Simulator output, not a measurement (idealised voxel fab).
This is a process module. Its name is voxel released beams.
Each square cell in cross-section cut measures 5 nm, and the section as a whole is 200 nm wide.
In this document a cross-section is written as a grid of square cells. It is given as a series of bands, listed from the top down, and a band is one or more rows of cells.
Heads up on the band format: heights come first, top then bottom, in nm. After that it's the materials left to right, each with its width in nm. A single material flagged "all across" fills the whole band edge to edge, and "air" means there's empty space there.
It should be noted that heights are counted from 0, beneath which the wafer as supplied is of one material throughout, and that the lowest band possesses no lower boundary but continues downward, as written in "0..down".
Graded width ("30..40"): value in top row of band = first number; value in bottom row = second number; row-to-row change constant.
Take "remained the same" at face value: in the step it is given for, the cross-section changed in none of its cells.
Listed in "Closed internal voids": every empty space of 8 or more cells without an open way to the top. Form: width x height at distance, the distance being from the left edge, all in nm.
It should be noted that, on the line of a given step, the content following the step's settings is a remark produced by the simulator itself with respect to that step.
Each step line may optionally specify "overlay nm", which for a step with a mask gives the rightward distance between the mask's planned place and where it lay, a negative value indicating the leftward direction.
### Process steps - plan
- 1: RECEIVE,material Si
- 2: CONFORMAL_DEP,material SiN,thk nm 10
- 3: DIRECTIONAL_DEP,material SiO2,thk nm 10
- 4: MASKED_ETCH,tone open,mask id ANCHOR,width nm 30,etch materials SiO2,depth nm 10,overlay nm 0
- 5: CONFORMAL_DEP,material W,thk nm 10
- 6: DIRECTIONAL_DEP,material aC,thk nm 15
- 7: PATTERN,tone cover,mask id BEAM,material resist,width nm 90,thk nm 35,overlay nm 0
- 8: DIRECTIONAL_ETCH,etch materials aC,depth nm 15
- 9: STRIP,etch materials resist
- 10: DIRECTIONAL_ETCH,etch materials W,depth nm 10
- 11: STRIP,etch materials aC
- 12: STRIP,etch materials SiO2
### First wafer out of two, processed as planned
### Cross-section of the wafer at receipt, which is the condition after step 1
0..down = Si all across
Closed internal voids: none
### After step 2, in cross-section
10..0 = SiN all across
below 0: unchanged
### After step 3, in cross-section
20..10 = SiO2 all across
below 10: unchanged
### After step 4, in cross-section
20..10 = 55 SiO2, 30 air, 115 SiO2
below 10: unchanged
### After step 5, in cross-section
30..20 = 65 W, 10 air, 125 W
20..10 = 55 SiO2, 30 W, 115 SiO2
below 10: unchanged
### After step 6, in cross-section
45..35 = 65 aC, 10 air, 125 aC
35..30 = aC all across
30..20 = 65 W, 10 aC, 125 W
below 20: unchanged
### After step 7, in cross-section
80..45 = 50 air, 90 resist, 60 air
45..35 = 65 aC, 10 resist, 125 aC
below 35: unchanged
### After step 8, in cross-section
65..45 = 50 air, 90 resist, 60 air
45..35 = 50 air, 15 aC, 10 resist, 65 aC, 60 air
35..30 = 50 air, 90 aC, 60 air
below 30: unchanged
### After step 9, in cross-section
45..35 = 50 air, 15 aC, 10 air, 65 aC, 60 air
below 35: unchanged
### After step 10, in cross-section
45..35 = 50 air, 15 aC, 10 air, 65 aC, 60 air
35..30 = 50 air, 90 aC, 60 air
30..20 = 50 air, 15 W, 10 aC, 65 W, 60 air
below 20: unchanged
### After step 11, in cross-section
30..20 = 50 air, 15 W, 10 air, 65 W, 60 air
below 20: unchanged
### After step 12, in cross-section
30..20 = 50 air, 15 W, 10 air, 65 W, 60 air
20..10 = 55 air, 30 W, 115 air
below 10: unchanged
### Okay, second wafer. Nothing different at the start, nothing different in the plan, just one mistake somewhere in the running. As far as step 1, counting that step, it's the first wafer all over again
### Second wafer, cut view, end of step 2 per plan
10..0 = SiO2 all across
below 0: unchanged
### Second wafer, cut view, end of step 3 per plan
20..10 = SiN all across
below 10: unchanged
Second wafer, cut view, end of step 4 per plan: remained the same
### Second wafer, cut view, end of step 5 per plan
30..20 = W all across
below 20: unchanged
### Second wafer, cut view, end of step 6 per plan
45..30 = aC all across
below 30: unchanged
### Second wafer, cut view, end of step 7 per plan
80..45 = 50 air, 90 resist, 60 air
below 45: unchanged
### Second wafer, cut view, end of step 8 per plan
65..45 = 50 air, 90 resist, 60 air
45..30 = 50 air, 90 aC, 60 air
below 30: unchanged
### Second wafer, cut view, end of step 9 per plan
45..30 = 50 air, 90 aC, 60 air
below 30: unchanged
### Second wafer, cut view, end of step 10 per plan
45..30 = 50 air, 90 aC, 60 air
30..20 = 50 air, 90 W, 60 air
below 20: unchanged
### Second wafer, cut view, end of step 11 per plan
30..20 = 50 air, 90 W, 60 air
below 20: unchanged
Second wafer, cut view, end of step 12 per plan: remained the same
Diagnosis: steps 2 and 3: order swapped relative to plan
The final cell counts differ between the wafers, with the second having more or fewer of some materials than the first: 80 more of SiO2, 8 fewer of W
